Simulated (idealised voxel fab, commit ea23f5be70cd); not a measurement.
voxel gate over fins: a process module
Section cut is 215 nm wide and gridded with 5 nm square cells.
Throughout this document, each cross-section is represented as a grid of square cells and is presented as a sequence of bands enumerated from the top downward, where a band comprises one or more rows of cells. Each band's line starts with the height of the band's top and of its bottom, in nm. Then come its materials from left to right, each with its width in nm. One material with "full width" fills the band from edge to edge. "air" is empty space. Heights are expressed relative to 0, this being the level below which the as-received wafer comprises one material exclusively. The lowest band is unbounded in the downward direction and is denoted as in "0 nm and below". The notation "30..40" denotes a width that varies across the rows of cells in the band, beginning at the first number in the top row, finishing at the second number in the bottom row, and changing by an identical amount from each row to the next. The cross-section has no changed cell in any step marked "everything unchanged". "Fully closed voids": sealed empty spaces, 8 cells or more, no open way to top, listed width x height at distance, with distance from the left edge and width, height and distance in nm. Post-settings text on a step line: simulator's own remark regarding the step. overlay nm: for a step with a mask, the amount by which the mask lay right of where it was planned; a negative amount means left of it.

-- So here's the lineup of process steps we planned
1) RECEIVE,material Si
2) CONFORMAL_DEP,material SiN,thk nm 10
3) DIRECTIONAL_DEP,material aC,thk nm 10
4) PATTERN,tone cover,mask id FINS,material resist,width nm 15,pitch nm 35,thk nm 30,overlay nm 0
5) DIRECTIONAL_ETCH,etch materials aC,depth nm 10
6) STRIP,etch materials resist
7) DIRECTIONAL_ETCH,etch materials SiN,depth nm 10
8) DIRECTIONAL_ETCH,etch materials Si,depth nm 35
9) STRIP,etch materials aC
10) FILL_DEP,material SiO2,thk nm 15
11) CMP,height nm 10
12) SELECTIVE_ETCH,etch materials SiO2,depth nm 20
13) STRIP,etch materials SiN
14) CONFORMAL_DEP,material HfO2,thk nm 5
15) CONFORMAL_DEP,material TiN,thk nm 5
16) CONFORMAL_DEP,material TiAl,thk nm 5
17) CONFORMAL_DEP,material TiN,thk nm 5
18) FILL_DEP,material W,thk nm 10
19) CMP,height nm 25
20) CONFORMAL_DEP,material SiN,thk nm 10

-- First wafer, two in total, run as planned

-- Wafer at receipt (post step 1), cross-section
	0 nm and below = Si full width
	Fully closed voids: none

-- Cross-section through the wafer, step 2 finished
	10 nm to 0 nm = SiN full width
	Anything lower than 0 is untouched.

-- Cross-section through the wafer, step 3 finished
	20 nm to 10 nm = aC full width
	Anything lower than 10 is untouched.

-- Cross-section through the wafer, step 4 finished
	50 nm to 20 nm = 80 air, 15 resist, 20 air, 15 resist, 85 air
	Anything lower than 20 is untouched.

-- Cross-section through the wafer, step 5 finished
	40 nm to 20 nm = 80 air, 15 resist, 20 air, 15 resist, 85 air
	20 nm to 10 nm = 80 air, 15 aC, 20 air, 15 aC, 85 air
	Anything lower than 10 is untouched.

-- Cross-section through the wafer, step 6 finished
	20 nm to 10 nm = 80 air, 15 aC, 20 air, 15 aC, 85 air
	Anything lower than 10 is untouched.

-- Cross-section through the wafer, step 7 finished
	20 nm to 10 nm = 80 air, 15 aC, 20 air, 15 aC, 85 air
	10 nm to 0 nm = 80 air, 15 SiN, 20 air, 15 SiN, 85 air
	Anything lower than 0 is untouched.

-- Cross-section through the wafer, step 8 finished
	20 nm to 10 nm = 80 air, 15 aC, 20 air, 15 aC, 85 air
	10 nm to 0 nm = 80 air, 15 SiN, 20 air, 15 SiN, 85 air
	0 nm to -35 nm = 80 air, 15 Si, 20 air, 15 Si, 85 air
	Anything lower than -35 is untouched.

-- Cross-section through the wafer, step 9 finished
	10 nm to 0 nm = 80 air, 15 SiN, 20 air, 15 SiN, 85 air
	Anything lower than 0 is untouched.

-- Cross-section through the wafer, step 10 finished
	25 nm to 10 nm = SiO2 full width
	10 nm to 0 nm = 80 SiO2, 15 SiN, 20 SiO2, 15 SiN, 85 SiO2
	0 nm to -35 nm = 80 SiO2, 15 Si, 20 SiO2, 15 Si, 85 SiO2
	Anything lower than -35 is untouched.

-- Cross-section through the wafer, step 11 finished
	10 nm to 0 nm = 80 SiO2, 15 SiN, 20 SiO2, 15 SiN, 85 SiO2
	Anything lower than 0 is untouched.

-- Cross-section through the wafer, step 12 finished
	10 nm to 0 nm = 80 air, 15 SiN, 20 air, 15 SiN, 85 air
	0 nm to -10 nm = 80 air, 15 Si, 20 air, 15 Si, 85 air
	Anything lower than -10 is untouched.

-- Cross-section through the wafer, step 13 finished
	0 nm to -10 nm = 80 air, 15 Si, 20 air, 15 Si, 85 air
	Anything lower than -10 is untouched.

-- Cross-section through the wafer, step 14 finished
	5 nm to 0 nm = 75 air, 25 HfO2, 10 air, 25 HfO2, 80 air
	0 nm to -5 nm = 75 air, 5 HfO2, 15 Si, 5 HfO2, 10 air, 5 HfO2, 15 Si, 5 HfO2, 80 air
	-5 nm to -10 nm = 80 HfO2, 15 Si, 20 HfO2, 15 Si, 85 HfO2
	Anything lower than -10 is untouched.

-- Cross-section through the wafer, step 15 finished
	10 nm to 5 nm = 70 air, 70 TiN, 75 air
	5 nm to 0 nm = 70 air, 5 TiN, 25 HfO2, 10 TiN, 25 HfO2, 5 TiN, 75 air
	0 nm to -5 nm = 75 TiN, 5 HfO2, 15 Si, 5 HfO2, 10 TiN, 5 HfO2, 15 Si, 5 HfO2, 80 TiN
	Anything lower than -5 is untouched.

-- Cross-section through the wafer, step 16 finished
	15 nm to 10 nm = 65 air, 80 TiAl, 70 air
	10 nm to 5 nm = 65 air, 5 TiAl, 70 TiN, 5 TiAl, 70 air
	5 nm to 0 nm = 70 TiAl, 5 TiN, 25 HfO2, 10 TiN, 25 HfO2, 5 TiN, 75 TiAl
	Anything lower than 0 is untouched.

-- Cross-section through the wafer, step 17 finished
	20 nm to 15 nm = 60 air, 90 TiN, 65 air
	15 nm to 10 nm = 60 air, 5 TiN, 80 TiAl, 5 TiN, 65 air
	10 nm to 5 nm = 65 TiN, 5 TiAl, 70 TiN, 5 TiAl, 70 TiN
	Anything lower than 5 is untouched.

-- Cross-section through the wafer, step 18 finished
	30 nm to 20 nm = W full width
	20 nm to 15 nm = 60 W, 90 TiN, 65 W
	15 nm to 10 nm = 60 W, 5 TiN, 80 TiAl, 5 TiN, 65 W
	Anything lower than 10 is untouched.

-- Cross-section through the wafer, step 19 finished
	25 nm to 20 nm = W full width
	Anything lower than 20 is untouched.

-- Cross-section through the wafer, step 20 finished
	35 nm to 25 nm = SiN full width
	Anything lower than 25 is untouched.

-- Regarding the second of the two wafers: it shared the first wafer's starting condition and process plan, yet one error occurred during its execution. Its history coincides with that of the first wafer up to and including step 3

-- Look at the second wafer in cross-section at the time step 4 ought to have finished
	50 nm to 20 nm = 80 air, 20 resist, 15 air, 20 resist, 80 air
	Anything lower than 20 is untouched.

-- Look at the second wafer in cross-section at the time step 5 ought to have finished
	40 nm to 20 nm = 80 air, 20 resist, 15 air, 20 resist, 80 air
	20 nm to 10 nm = 80 air, 20 aC, 15 air, 20 aC, 80 air
	Anything lower than 10 is untouched.

-- Look at the second wafer in cross-section at the time step 6 ought to have finished
	20 nm to 10 nm = 80 air, 20 aC, 15 air, 20 aC, 80 air
	Anything lower than 10 is untouched.

-- Look at the second wafer in cross-section at the time step 7 ought to have finished
	20 nm to 10 nm = 80 air, 20 aC, 15 air, 20 aC, 80 air
	10 nm to 0 nm = 80 air, 20 SiN, 15 air, 20 SiN, 80 air
	Anything lower than 0 is untouched.

-- Look at the second wafer in cross-section at the time step 8 ought to have finished
	20 nm to 10 nm = 80 air, 20 aC, 15 air, 20 aC, 80 air
	10 nm to 0 nm = 80 air, 20 SiN, 15 air, 20 SiN, 80 air
	0 nm to -35 nm = 80 air, 20 Si, 15 air, 20 Si, 80 air
	Anything lower than -35 is untouched.

-- Look at the second wafer in cross-section at the time step 9 ought to have finished
	10 nm to 0 nm = 80 air, 20 SiN, 15 air, 20 SiN, 80 air
	Anything lower than 0 is untouched.

-- Look at the second wafer in cross-section at the time step 10 ought to have finished
	25 nm to 10 nm = SiO2 full width
	10 nm to 0 nm = 80 SiO2, 20 SiN, 15 SiO2, 20 SiN, 80 SiO2
	0 nm to -35 nm = 80 SiO2, 20 Si, 15 SiO2, 20 Si, 80 SiO2
	Anything lower than -35 is untouched.

-- Look at the second wafer in cross-section at the time step 11 ought to have finished
	10 nm to 0 nm = 80 SiO2, 20 SiN, 15 SiO2, 20 SiN, 80 SiO2
	Anything lower than 0 is untouched.

-- Look at the second wafer in cross-section at the time step 12 ought to have finished
	10 nm to 0 nm = 80 air, 20 SiN, 15 air, 20 SiN, 80 air
	0 nm to -10 nm = 80 air, 20 Si, 15 air, 20 Si, 80 air
	Anything lower than -10 is untouched.

-- Look at the second wafer in cross-section at the time step 13 ought to have finished
	0 nm to -10 nm = 80 air, 20 Si, 15 air, 20 Si, 80 air
	Anything lower than -10 is untouched.

-- Look at the second wafer in cross-section at the time step 14 ought to have finished
	5 nm to 0 nm = 75 air, 30 HfO2, 5 air, 30 HfO2, 75 air
	0 nm to -5 nm = 75 air, 5 HfO2, 20 Si, 5 HfO2, 5 air, 5 HfO2, 20 Si, 5 HfO2, 75 air
	-5 nm to -10 nm = 80 HfO2, 20 Si, 15 HfO2, 20 Si, 80 HfO2
	Anything lower than -10 is untouched.

-- Look at the second wafer in cross-section at the time step 15 ought to have finished
	10 nm to 5 nm = 70 air, 75 TiN, 70 air
	5 nm to 0 nm = 70 air, 5 TiN, 30 HfO2, 5 TiN, 30 HfO2, 5 TiN, 70 air
	0 nm to -5 nm = 75 TiN, 5 HfO2, 20 Si, 5 HfO2, 5 TiN, 5 HfO2, 20 Si, 5 HfO2, 75 TiN
	Anything lower than -5 is untouched.

-- Look at the second wafer in cross-section at the time step 16 ought to have finished
	15 nm to 10 nm = 65 air, 85 TiAl, 65 air
	10 nm to 5 nm = 65 air, 5 TiAl, 75 TiN, 5 TiAl, 65 air
	5 nm to 0 nm = 70 TiAl, 5 TiN, 30 HfO2, 5 TiN, 30 HfO2, 5 TiN, 70 TiAl
	Anything lower than 0 is untouched.

-- Look at the second wafer in cross-section at the time step 17 ought to have finished
	20 nm to 15 nm = 60 air, 95 TiN, 60 air
	15 nm to 10 nm = 60 air, 5 TiN, 85 TiAl, 5 TiN, 60 air
	10 nm to 5 nm = 65 TiN, 5 TiAl, 75 TiN, 5 TiAl, 65 TiN
	Anything lower than 5 is untouched.

-- Look at the second wafer in cross-section at the time step 18 ought to have finished
	30 nm to 20 nm = W full width
	20 nm to 15 nm = 60 W, 95 TiN, 60 W
	15 nm to 10 nm = 60 W, 5 TiN, 85 TiAl, 5 TiN, 60 W
	Anything lower than 10 is untouched.

-- Look at the second wafer in cross-section at the time step 19 ought to have finished
	25 nm to 20 nm = W full width
	Anything lower than 20 is untouched.

-- Look at the second wafer in cross-section at the time step 20 ought to have finished
	35 nm to 25 nm = SiN full width
	Anything lower than 25 is untouched.
Diagnosis: heads up, step 4 didn't go per plan, it actually ran as PATTERN,tone cover,mask id FINS,material resist,width nm 20,pitch nm 35,thk nm 30,overlay nm 0
Bottom line after processing is that, in cells, the second wafer is up or down on some materials versus the first: +14 Si; -10 SiO2; -2 TiN; -2 W
